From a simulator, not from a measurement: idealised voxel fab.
A process module follows: voxel local oxidation.
The cross-section shown here is cut; it is 240 nm wide and divided into square cells measuring 5 nm on a side.
Cross-section = grid of square cells, listed top down in bands; band = one or more rows. Heads up on the band format: heights come first, top then bottom, in nm. After that it's the materials left to right, each with its width in nm. A single material flagged "full width" fills the whole band edge to edge, and "empty" means there's empty space there. Height 0 is the level under which the wafer as received is all one material. The lowest band goes on downwards, as in "from 0 down". A two-number width, for instance "30->40", indicates that the width is equal to the first number in the top row of the band and to the second number in the bottom row, and that it changes by a constant amount per row of cells. No cell of the cross-section changed in a step that is given as "remained unchanged". The entry titled "Closed void table" provides the empty spaces that have no open way to the top, restricted to those of 8 cells or more. Each is presented as width x height at distance, the distance being measured from the left edge, with all three in nm. Heads up: the bit after the settings on a step's line is the simulator's remark on that step. "overlay nm", when on a step's line for a step with a mask, measures how far to the right of its planned place the mask lay; a negative measure means to the left.

PLAN
step 1: RECEIVE (material Si)
step 2: CONFORMAL_DEP (material SiO2; thk nm 5)
step 3: CONFORMAL_DEP (material SiN; thk nm 10)
step 4: PATTERN (tone cover; mask id ACTIVE; material resist; width nm 85; thk nm 15; overlay nm 0)
step 5: DIRECTIONAL_ETCH (etch materials SiN; depth nm 10)
step 6: STRIP (etch materials resist)
step 7: SELECTIVE_ETCH (etch materials SiO2; depth nm 5)
step 8: OXIDIZE (depth nm 10)
step 9: STRIP (etch materials SiN)
The plan shows the width nm of step 4 as the first wafer had it; this setting differs between the wafers, which start out alike.

FIRST OF SEVERAL WAFERS, RECEIVED AFTER STEP 1, IN CROSS-SECTION
from 0 down: Si full width
Closed void table: none

NOTE: THE FOLLOWING TABLE IS ARRANGED BY WAFER, A ROW APIECE. EACH ROW REPORTS THE END-OF-MODULE STATE: PER MATERIAL, CELLS GAINED (+) OR CELLS LOST (-) COMPARED WITH THE WAFER AS RECEIVED; CLOSED VOIDS FOLLOW
width nm 85, -74 Si, +89 SiO2, Closed void table: none
width nm 90, -72 Si, +88 SiO2, Closed void table: none
width nm 95, -70 Si, +87 SiO2, Closed void table: none
width nm 100, -68 Si, +86 SiO2, Closed void table: none
width nm 105, -66 Si, +85 SiO2, Closed void table: none
width nm 110, -64 Si, +84 SiO2, Closed void table: none
